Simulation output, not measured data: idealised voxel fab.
process module | voxel plated lines
cross-section cut | 230 nm wide | cells 5 nm
A cross-section is a grid of square cells, given in bands from the top down. A band is one or more rows of cells.
Each band's line starts with the height of the band's top and of its bottom, in nm. Then come its materials from left to right, each with its width in nm. One material with "throughout" fills the band from edge to edge. "air" is empty space.
Height 0 is the level under which the wafer as received is all one material. The lowest band goes on downwards, as in "0 down".
A width such as "30 to 40" changes by the same amount from each row of cells to the next, from the band's top row to its bottom row.
"no change" after a step means that no cell of the cross-section changed.
closed voids: empty space of 8 cells or more with no open way to the top, each as width x height at its distance from the left edge, in nm
after a step's settings: what the simulator itself notes on the step
overlay nm, on a step with a mask: how far to the right of its planned place the mask lay; to the left if negative
plan
1 op RECEIVE | material Si
2 op CONFORMAL_DEP | material Al2O3 | thk nm 5
3 op DIRECTIONAL_DEP | material TiN | thk nm 5
4 op PATTERN | tone open | mask id LINES | material resist | width nm 20 | pitch nm 45 | thk nm 35 | overlay nm 0
5 op EPI | material Ru | thk nm 10
6 op EPI | material Ru | thk nm 5
7 op EPI | material Ru | thk nm 5
8 op STRIP | etch materials resist
9 op DIRECTIONAL_ETCH | etch materials TiN | depth nm 5
10 op CONFORMAL_DEP | material SiO2 | thk nm 5
as received, after step 1
  0 down: Si throughout
  closed voids: none
first wafer at the end, as planned
  35 to 30: air 30 | SiO2 30 | air 15 | SiO2 30 | air 15 | SiO2 30 | air 15 | SiO2 30 | air 35
  30 to 10: air 30 | SiO2 5 | Ru 20 | SiO2 5 | air 15 | SiO2 5 | Ru 20 | SiO2 5 | air 15 | SiO2 5 | Ru 20 | SiO2 5 | air 15 | SiO2 5 | Ru 20 | SiO2 5 | air 35
  10 to 5: SiO2 35 | TiN 20 | SiO2 25 | TiN 20 | SiO2 25 | TiN 20 | SiO2 25 | TiN 20 | SiO2 40
  5 to 0: Al2O3 throughout
  0 down: Si throughout
  closed voids: none
second wafer at the end: like start, like plan, one mistake
  35 to 30: air 25 | SiO2 40 | air 5 | SiO2 40 | air 5 | SiO2 40 | air 5 | SiO2 40 | air 30
  30 to 10: air 25 | SiO2 5 | Ru 30 | SiO2 5 | air 5 | SiO2 5 | Ru 30 | SiO2 5 | air 5 | SiO2 5 | Ru 30 | SiO2 5 | air 5 | SiO2 5 | Ru 30 | SiO2 5 | air 30
  10 to 5: SiO2 30 | TiN 30 | SiO2 15 | TiN 30 | SiO2 15 | TiN 30 | SiO2 15 | TiN 30 | SiO2 35
  5 to 0: Al2O3 throughout
  0 down: Si throughout
  closed voids: none
what went wrong: step 4 ran as: op PATTERN | tone open | mask id LINES | material resist | width nm 30 | pitch nm 45 | thk nm 35 | overlay nm 0
at the end the second wafer has, in cells: 32 more of Ru | 8 more of TiN
